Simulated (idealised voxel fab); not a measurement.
Module name: voxel released beams (process module)
The width of the displayed cross-section, cut, is 160 nm; its cells are square, with a size of 5 nm.
Just so we're on the same page, the cross-sections are grids of square cells, and they're listed out in bands top to bottom, each band one or more rows deep.
Top height, bottom height, nm. Materials left to right, width each, nm. Single material + "all across" = fills band edge to edge. "blank" = empty.
Convention: height 0 is the level below which the wafer, as received, is all one material. The lowest band does not terminate at the bottom but continues downward, represented as "0 and below".
Per-row width for "30..40": begins at first number (top row of band), ends at second number (bottom row), increment between rows held constant.
Take "stayed the same" at face value: in the step it is given for, the cross-section changed in none of its cells.
"Unvented voids": empty spaces of 8 cells or more with no open way to the top, each given as width x height at distance, distance from the left edge, all in nm.
Heads up: the bit after the settings on a step's line is the simulator's remark on that step.
Among the settings permitted on a step's line is "overlay nm"; applied to a step with a mask, it specifies the extent to which the mask lay to the right of its planned position, whereas a negative figure signifies a position to the left.

Process steps (planned):
1: RECEIVE with material Si
2: CONFORMAL_DEP with material Al2O3, thk nm 5
3: DIRECTIONAL_DEP with material SiO2, thk nm 10
4: DIRECTIONAL_DEP with material aC, thk nm 15
5: PATTERN with tone open, mask id ANCHOR, material resist, width nm 25, thk nm 30, overlay nm 0
6: DIRECTIONAL_ETCH with etch materials aC, depth nm 15
7: STRIP with etch materials resist
8: DIRECTIONAL_ETCH with etch materials SiO2, depth nm 10
9: STRIP with etch materials aC
10: CONFORMAL_DEP with material polySi, thk nm 10
11: DIRECTIONAL_DEP with material aC, thk nm 10
12: PATTERN with tone cover, mask id BEAM, material resist, width nm 85, thk nm 25, overlay nm 0
13: DIRECTIONAL_ETCH with etch materials aC, depth nm 10
14: STRIP with etch materials resist
15: DIRECTIONAL_ETCH with etch materials polySi, depth nm 10
16: STRIP with etch materials aC
17: STRIP with etch materials SiO2

Cross-sectional view of the wafer in its as-received condition, corresponding to the state after step 1:
	0 and below = Si all across
	Unvented voids: none

Cross-sectional result after module completion. Note: starting condition and plan are unchanged from above; one processing mistake was made:
	25 down to 15 = 35 nm blank / 5 nm polySi / 5 nm blank / 75 nm polySi / 40 nm blank
	15 down to 5 = 30 nm blank / 25 nm polySi / 105 nm blank
	5 down to 0 = Al2O3 all across
	0 and below = Si all across
	Unvented voids: none
The plan and the run diverged here: step 5 was not run as planned; what actually ran was PATTERN with tone open, mask id ANCHOR, material resist, width nm 25, thk nm 30, overlay nm -10
